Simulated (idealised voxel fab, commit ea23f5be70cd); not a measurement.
voxel capacitor over wiring: a process module
The cross-section on display is named cut; it measures 290 nm wide, and its cells are 5 nm squares.
A cross-section is a grid of square cells, given in bands from the top down. A band is one or more rows of cells.
For a band, the entry starts with two heights in nm, that of the top and then that of the bottom, and carries on with the band's materials in order from left to right, each alongside its width in nm; the word "full width" beside a single material means it fills the band edge to edge, and "blank" means empty space.
Heads up on the height convention: 0 is the point under which the incoming wafer is all one material, and the lowest band has no bottom, it just keeps going down, like "0..down".
Note: "30..40" means the width goes from the first number (top row of the band) to the second number (bottom row) in equal steps per row of cells.
"nothing got changed" for a step: no cell of the cross-section changed in that step.
Empty spaces counting at least 8 cells and having no open way to the top are listed in "Voids lacking openings". The notation width x height at distance is used for each, the distance being from the left edge and all three values in nm.
On a step's line, text after the settings is the simulator commenting on that step.
"overlay nm" answers the question of how far to the right of plan the mask lay on a step that has a mask, and when it is negative the answer is to the left.

-- Planned process steps
1,RECEIVE | material Si
2,CONFORMAL_DEP | material SiO2 | thk nm 10
3,CONFORMAL_DEP | material SiN | thk nm 5
4,DIRECTIONAL_DEP | material SiO2 | thk nm 25
5,PATTERN | tone open | mask id METAL_1 | material resist | width nm 20 | pitch nm 75 | thk nm 15 | overlay nm 0
6,DIRECTIONAL_ETCH | etch materials SiO2 | depth nm 25
7,DIRECTIONAL_ETCH | etch materials SiN | depth nm 5
8,STRIP | etch materials resist
9,CONFORMAL_DEP | material TiN | thk nm 5
10,FILL_DEP | material Cu | thk nm 5
11,CMP | height nm 40
12,CONFORMAL_DEP | material SiCN | thk nm 5
13,DIRECTIONAL_DEP | material SiO2 | thk nm 15
14,DIRECTIONAL_DEP | material aC | thk nm 15
15,PATTERN | tone open | mask id PLUG_1 | material resist | width nm 15 | thk nm 35 | overlay nm 0
16,DIRECTIONAL_ETCH | etch materials aC | depth nm 15
17,STRIP | etch materials resist
18,DIRECTIONAL_ETCH | etch materials SiO2 | depth nm 15
19,DIRECTIONAL_ETCH | etch materials SiCN | depth nm 5
20,STRIP | etch materials aC
21,EPI | material Ru | thk nm 10
22,EPI | material Ru | thk nm 10
23,DIRECTIONAL_DEP | material TiN | thk nm 5
24,DIRECTIONAL_DEP | material Al2O3 | thk nm 5
25,DIRECTIONAL_DEP | material TiN | thk nm 5
26,MASKED_ETCH | tone cover | mask id UPPER_PLATE | width nm 60 | etch materials TiN | depth nm 5 | overlay nm 0
27,MASKED_ETCH | tone cover | mask id UPPER_PLATE | width nm 60 | etch materials Al2O3 | depth nm 5 | overlay nm 0
28,MASKED_ETCH | tone cover | mask id LOWER_PLATE | width nm 70 | etch materials TiN | depth nm 5 | overlay nm 0
29,FILL_DEP | material SiO2 | thk nm 15
30,CMP | height nm 85
31,PATTERN | tone open | mask id PLUG_2 | material resist | width nm 15 | thk nm 20 | overlay nm 0
32,DIRECTIONAL_ETCH | etch materials SiO2 | depth nm 10
33,STRIP | etch materials resist
34,CONFORMAL_DEP | material TiN | thk nm 5
35,FILL_DEP | material Ru | thk nm 5
36,CMP | height nm 85
37,CONFORMAL_DEP | material SiCN | thk nm 5

-- first wafer, as planned

-- as received, after step 1
    0..down  Si full width
    Voids lacking openings: none

-- Upon completion of step 2, the wafer appears in cross-section as shown
    10..0  SiO2 full width
    Anything lower than 0 is untouched.

-- Upon completion of step 3, the wafer appears in cross-section as shown
    15..10  SiN full width
    Anything lower than 10 is untouched.

-- Upon completion of step 4, the wafer appears in cross-section as shown
    40..15  SiO2 full width
    Anything lower than 15 is untouched.

-- Upon completion of step 5, the wafer appears in cross-section as shown
    55..40  resist 95 nm, then blank 20 nm, then resist 55 nm, then blank 20 nm, then resist 100 nm
    Anything lower than 40 is untouched.

-- Upon completion of step 6, the wafer appears in cross-section as shown
    55..40  resist 95 nm, then blank 20 nm, then resist 55 nm, then blank 20 nm, then resist 100 nm
    40..15  SiO2 95 nm, then blank 20 nm, then SiO2 55 nm, then blank 20 nm, then SiO2 100 nm
    Anything lower than 15 is untouched.

-- Upon completion of step 7, the wafer appears in cross-section as shown
    55..40  resist 95 nm, then blank 20 nm, then resist 55 nm, then blank 20 nm, then resist 100 nm
    40..15  SiO2 95 nm, then blank 20 nm, then SiO2 55 nm, then blank 20 nm, then SiO2 100 nm
    15..10  SiN 95 nm, then blank 20 nm, then SiN 55 nm, then blank 20 nm, then SiN 100 nm
    Anything lower than 10 is untouched.

-- Upon completion of step 8, the wafer appears in cross-section as shown
    40..15  SiO2 95 nm, then blank 20 nm, then SiO2 55 nm, then blank 20 nm, then SiO2 100 nm
    Anything lower than 15 is untouched.

-- Upon completion of step 9, the wafer appears in cross-section as shown
    45..40  TiN 100 nm, then blank 10 nm, then TiN 65 nm, then blank 10 nm, then TiN 105 nm
    40..15  SiO2 95 nm, then TiN 5 nm, then blank 10 nm, then TiN 5 nm, then SiO2 55 nm, then TiN 5 nm, then blank 10 nm, then TiN 5 nm, then SiO2 100 nm
    15..10  SiN 95 nm, then TiN 20 nm, then SiN 55 nm, then TiN 20 nm, then SiN 100 nm
    Anything lower than 10 is untouched.

-- Upon completion of step 10, the wafer appears in cross-section as shown
    50..45  Cu full width
    45..40  TiN 100 nm, then Cu 10 nm, then TiN 65 nm, then Cu 10 nm, then TiN 105 nm
    40..15  SiO2 95 nm, then TiN 5 nm, then Cu 10 nm, then TiN 5 nm, then SiO2 55 nm, then TiN 5 nm, then Cu 10 nm, then TiN 5 nm, then SiO2 100 nm
    Anything lower than 15 is untouched.

-- Upon completion of step 11, the wafer appears in cross-section as shown
    40..15  SiO2 95 nm, then TiN 5 nm, then Cu 10 nm, then TiN 5 nm, then SiO2 55 nm, then TiN 5 nm, then Cu 10 nm, then TiN 5 nm, then SiO2 100 nm
    Anything lower than 15 is untouched.

-- Upon completion of step 12, the wafer appears in cross-section as shown
    45..40  SiCN full width
    Anything lower than 40 is untouched.

-- Upon completion of step 13, the wafer appears in cross-section as shown
    60..45  SiO2 full width
    Anything lower than 45 is untouched.

-- Upon completion of step 14, the wafer appears in cross-section as shown
    75..60  aC full width
    Anything lower than 60 is untouched.

-- Upon completion of step 15, the wafer appears in cross-section as shown
    110..75  resist 100 nm, then blank 15 nm, then resist 175 nm
    Anything lower than 75 is untouched.

-- Upon completion of step 16, the wafer appears in cross-section as shown
    95..75  resist 100 nm, then blank 15 nm, then resist 175 nm
    75..60  aC 100 nm, then blank 15 nm, then aC 175 nm
    Anything lower than 60 is untouched.

-- Upon completion of step 17, the wafer appears in cross-section as shown
    75..60  aC 100 nm, then blank 15 nm, then aC 175 nm
    Anything lower than 60 is untouched.

-- Upon completion of step 18, the wafer appears in cross-section as shown
    75..60  aC 100 nm, then blank 15 nm, then aC 175 nm
    60..45  SiO2 100 nm, then blank 15 nm, then SiO2 175 nm
    Anything lower than 45 is untouched.

-- Upon completion of step 19, the wafer appears in cross-section as shown
    75..60  aC 100 nm, then blank 15 nm, then aC 175 nm
    60..45  SiO2 100 nm, then blank 15 nm, then SiO2 175 nm
    45..40  SiCN 100 nm, then blank 15 nm, then SiCN 175 nm
    Anything lower than 40 is untouched.

-- Upon completion of step 20, the wafer appears in cross-section as shown
    60..45  SiO2 100 nm, then blank 15 nm, then SiO2 175 nm
    Anything lower than 45 is untouched.

-- Upon completion of step 21, the wafer appears in cross-section as shown
    60..50  SiO2 100 nm, then blank 15 nm, then SiO2 175 nm
    50..45  SiO2 100 nm, then Ru 15 nm, then SiO2 175 nm
    45..40  SiCN 100 nm, then Ru 15 nm, then SiCN 175 nm
    Anything lower than 40 is untouched.

-- Upon completion of step 22, the wafer appears in cross-section as shown
    60..45  SiO2 100 nm, then Ru 15 nm, then SiO2 175 nm
    Anything lower than 45 is untouched.

-- Upon completion of step 23, the wafer appears in cross-section as shown
    65..60  TiN full width
    Anything lower than 60 is untouched.

-- Upon completion of step 24, the wafer appears in cross-section as shown
    70..65  Al2O3 full width
    Anything lower than 65 is untouched.

-- Upon completion of step 25, the wafer appears in cross-section as shown
    75..70  TiN full width
    Anything lower than 70 is untouched.

-- Upon completion of step 26, the wafer appears in cross-section as shown
    75..70  blank 100 nm, then TiN 60 nm, then blank 130 nm
    Anything lower than 70 is untouched.

-- Upon completion of step 27, the wafer appears in cross-section as shown
    75..70  blank 100 nm, then TiN 60 nm, then blank 130 nm
    70..65  blank 100 nm, then Al2O3 60 nm, then blank 130 nm
    Anything lower than 65 is untouched.

-- Upon completion of step 28, the wafer appears in cross-section as shown
    75..70  blank 100 nm, then TiN 60 nm, then blank 130 nm
    70..65  blank 100 nm, then Al2O3 60 nm, then blank 130 nm
    65..60  blank 95 nm, then TiN 70 nm, then blank 125 nm
    Anything lower than 60 is untouched.

-- Upon completion of step 29, the wafer appears in cross-section as shown
    90..75  SiO2 full width
    75..70  SiO2 100 nm, then TiN 60 nm, then SiO2 130 nm
    70..65  SiO2 100 nm, then Al2O3 60 nm, then SiO2 130 nm
    65..60  SiO2 95 nm, then TiN 70 nm, then SiO2 125 nm
    Anything lower than 60 is untouched.

-- Upon completion of step 30, the wafer appears in cross-section as shown
    85..75  SiO2 full width
    Anything lower than 75 is untouched.

-- Upon completion of step 31, the wafer appears in cross-section as shown
    105..85  resist 110 nm, then blank 15 nm, then resist 165 nm
    Anything lower than 85 is untouched.

-- Upon completion of step 32, the wafer appears in cross-section as shown
    105..85  resist 110 nm, then blank 15 nm, then resist 165 nm
    85..75  SiO2 110 nm, then blank 15 nm, then SiO2 165 nm
    Anything lower than 75 is untouched.

-- Upon completion of step 33, the wafer appears in cross-section as shown
    85..75  SiO2 110 nm, then blank 15 nm, then SiO2 165 nm
    Anything lower than 75 is untouched.

-- Upon completion of step 34, the wafer appears in cross-section as shown
    90..85  TiN 115 nm, then blank 5 nm, then TiN 170 nm
    85..80  SiO2 110 nm, then TiN 5 nm, then blank 5 nm, then TiN 5 nm, then SiO2 165 nm
    80..70  SiO2 110..100 nm, then TiN 15..60 nm, then SiO2 165..130 nm
    Anything lower than 70 is untouched.

-- Upon completion of step 35, the wafer appears in cross-section as shown
    95..90  Ru full width
    90..85  TiN 115 nm, then Ru 5 nm, then TiN 170 nm
    85..80  SiO2 110 nm, then TiN 5 nm, then Ru 5 nm, then TiN 5 nm, then SiO2 165 nm
    Anything lower than 80 is untouched.

-- Upon completion of step 36, the wafer appears in cross-section as shown
    85..80  SiO2 110 nm, then TiN 5 nm, then Ru 5 nm, then TiN 5 nm, then SiO2 165 nm
    Anything lower than 80 is untouched.

-- Upon completion of step 37, the wafer appears in cross-section as shown
    90..85  SiCN full width
    Anything lower than 85 is untouched.

-- Second wafer, same starting state and plan as the first, one mistake in the run, identical through step 4

-- At the planned end of step 5, the second wafer in cross-section
    55..40  resist 105 nm, then blank 20 nm, then resist 55 nm, then blank 20 nm, then resist 90 nm
    Anything lower than 40 is untouched.

-- At the planned end of step 6, the second wafer in cross-section
    55..40  resist 105 nm, then blank 20 nm, then resist 55 nm, then blank 20 nm, then resist 90 nm
    40..15  SiO2 105 nm, then blank 20 nm, then SiO2 55 nm, then blank 20 nm, then SiO2 90 nm
    Anything lower than 15 is untouched.

-- At the planned end of step 7, the second wafer in cross-section
    55..40  resist 105 nm, then blank 20 nm, then resist 55 nm, then blank 20 nm, then resist 90 nm
    40..15  SiO2 105 nm, then blank 20 nm, then SiO2 55 nm, then blank 20 nm, then SiO2 90 nm
    15..10  SiN 105 nm, then blank 20 nm, then SiN 55 nm, then blank 20 nm, then SiN 90 nm
    Anything lower than 10 is untouched.

-- At the planned end of step 8, the second wafer in cross-section
    40..15  SiO2 105 nm, then blank 20 nm, then SiO2 55 nm, then blank 20 nm, then SiO2 90 nm
    Anything lower than 15 is untouched.

-- At the planned end of step 9, the second wafer in cross-section
    45..40  TiN 110 nm, then blank 10 nm, then TiN 65 nm, then blank 10 nm, then TiN 95 nm
    40..15  SiO2 105 nm, then TiN 5 nm, then blank 10 nm, then TiN 5 nm, then SiO2 55 nm, then TiN 5 nm, then blank 10 nm, then TiN 5 nm, then SiO2 90 nm
    15..10  SiN 105 nm, then TiN 20 nm, then SiN 55 nm, then TiN 20 nm, then SiN 90 nm
    Anything lower than 10 is untouched.

-- At the planned end of step 10, the second wafer in cross-section
    50..45  Cu full width
    45..40  TiN 110 nm, then Cu 10 nm, then TiN 65 nm, then Cu 10 nm, then TiN 95 nm
    40..15  SiO2 105 nm, then TiN 5 nm, then Cu 10 nm, then TiN 5 nm, then SiO2 55 nm, then TiN 5 nm, then Cu 10 nm, then TiN 5 nm, then SiO2 90 nm
    Anything lower than 15 is untouched.

-- At the planned end of step 11, the second wafer in cross-section
    40..15  SiO2 105 nm, then TiN 5 nm, then Cu 10 nm, then TiN 5 nm, then SiO2 55 nm, then TiN 5 nm, then Cu 10 nm, then TiN 5 nm, then SiO2 90 nm
    Anything lower than 15 is untouched.

-- At the planned end of step 12, the second wafer in cross-section
    45..40  SiCN full width
    Anything lower than 40 is untouched.

-- At the planned end of step 13, the second wafer in cross-section
    60..45  SiO2 full width
    Anything lower than 45 is untouched.

-- At the planned end of step 14, the second wafer in cross-section
    75..60  aC full width
    Anything lower than 60 is untouched.

-- At the planned end of step 15, the second wafer in cross-section
    110..75  resist 100 nm, then blank 15 nm, then resist 175 nm
    Anything lower than 75 is untouched.

-- At the planned end of step 16, the second wafer in cross-section
    95..75  resist 100 nm, then blank 15 nm, then resist 175 nm
    75..60  aC 100 nm, then blank 15 nm, then aC 175 nm
    Anything lower than 60 is untouched.

-- At the planned end of step 17, the second wafer in cross-section
    75..60  aC 100 nm, then blank 15 nm, then aC 175 nm
    Anything lower than 60 is untouched.

-- At the planned end of step 18, the second wafer in cross-section
    75..60  aC 100 nm, then blank 15 nm, then aC 175 nm
    60..45  SiO2 100 nm, then blank 15 nm, then SiO2 175 nm
    Anything lower than 45 is untouched.

-- At the planned end of step 19, the second wafer in cross-section
    75..60  aC 100 nm, then blank 15 nm, then aC 175 nm
    60..45  SiO2 100 nm, then blank 15 nm, then SiO2 175 nm
    45..40  SiCN 100 nm, then blank 15 nm, then SiCN 175 nm
    Anything lower than 40 is untouched.

-- At the planned end of step 20, the second wafer in cross-section
    60..45  SiO2 100 nm, then blank 15 nm, then SiO2 175 nm
    Anything lower than 45 is untouched.

-- At the planned end of step 21, the second wafer in cross-section
    60..50  SiO2 100 nm, then blank 15 nm, then SiO2 175 nm
    50..45  SiO2 100 nm, then Ru 15 nm, then SiO2 175 nm
    45..40  SiCN 100 nm, then Ru 15 nm, then SiCN 175 nm
    Anything lower than 40 is untouched.

-- At the planned end of step 22, the second wafer in cross-section
    60..45  SiO2 100 nm, then Ru 15 nm, then SiO2 175 nm
    Anything lower than 45 is untouched.

-- At the planned end of step 23, the second wafer in cross-section
    65..60  TiN full width
    Anything lower than 60 is untouched.

-- At the planned end of step 24, the second wafer in cross-section
    70..65  Al2O3 full width
    Anything lower than 65 is untouched.

-- At the planned end of step 25, the second wafer in cross-section
    75..70  TiN full width
    Anything lower than 70 is untouched.

-- At the planned end of step 26, the second wafer in cross-section
    75..70  blank 100 nm, then TiN 60 nm, then blank 130 nm
    Anything lower than 70 is untouched.

-- At the planned end of step 27, the second wafer in cross-section
    75..70  blank 100 nm, then TiN 60 nm, then blank 130 nm
    70..65  blank 100 nm, then Al2O3 60 nm, then blank 130 nm
    Anything lower than 65 is untouched.

-- At the planned end of step 28, the second wafer in cross-section
    75..70  blank 100 nm, then TiN 60 nm, then blank 130 nm
    70..65  blank 100 nm, then Al2O3 60 nm, then blank 130 nm
    65..60  blank 95 nm, then TiN 70 nm, then blank 125 nm
    Anything lower than 60 is untouched.

-- At the planned end of step 29, the second wafer in cross-section
    90..75  SiO2 full width
    75..70  SiO2 100 nm, then TiN 60 nm, then SiO2 130 nm
    70..65  SiO2 100 nm, then Al2O3 60 nm, then SiO2 130 nm
    65..60  SiO2 95 nm, then TiN 70 nm, then SiO2 125 nm
    Anything lower than 60 is untouched.

-- At the planned end of step 30, the second wafer in cross-section
    85..75  SiO2 full width
    Anything lower than 75 is untouched.

-- At the planned end of step 31, the second wafer in cross-section
    105..85  resist 110 nm, then blank 15 nm, then resist 165 nm
    Anything lower than 85 is untouched.

-- At the planned end of step 32, the second wafer in cross-section
    105..85  resist 110 nm, then blank 15 nm, then resist 165 nm
    85..75  SiO2 110 nm, then blank 15 nm, then SiO2 165 nm
    Anything lower than 75 is untouched.

-- At the planned end of step 33, the second wafer in cross-section
    85..75  SiO2 110 nm, then blank 15 nm, then SiO2 165 nm
    Anything lower than 75 is untouched.

-- At the planned end of step 34, the second wafer in cross-section
    90..85  TiN 115 nm, then blank 5 nm, then TiN 170 nm
    85..80  SiO2 110 nm, then TiN 5 nm, then blank 5 nm, then TiN 5 nm, then SiO2 165 nm
    80..70  SiO2 110..100 nm, then TiN 15..60 nm, then SiO2 165..130 nm
    Anything lower than 70 is untouched.

-- At the planned end of step 35, the second wafer in cross-section
    95..90  Ru full width
    90..85  TiN 115 nm, then Ru 5 nm, then TiN 170 nm
    85..80  SiO2 110 nm, then TiN 5 nm, then Ru 5 nm, then TiN 5 nm, then SiO2 165 nm
    Anything lower than 80 is untouched.

-- At the planned end of step 36, the second wafer in cross-section
    85..80  SiO2 110 nm, then TiN 5 nm, then Ru 5 nm, then TiN 5 nm, then SiO2 165 nm
    Anything lower than 80 is untouched.

-- At the planned end of step 37, the second wafer in cross-section
    90..85  SiCN full width
    Anything lower than 85 is untouched.
Which mistake was made when the wafer was run? note that step 5 departed from the planned setting and was carried out as PATTERN | tone open | mask id METAL_1 | material resist | width nm 20 | pitch nm 75 | thk nm 15 | overlay nm 10
Comparing end states, the material composition by cell count is preserved from the first wafer to the second, while the locations of the cells are not.
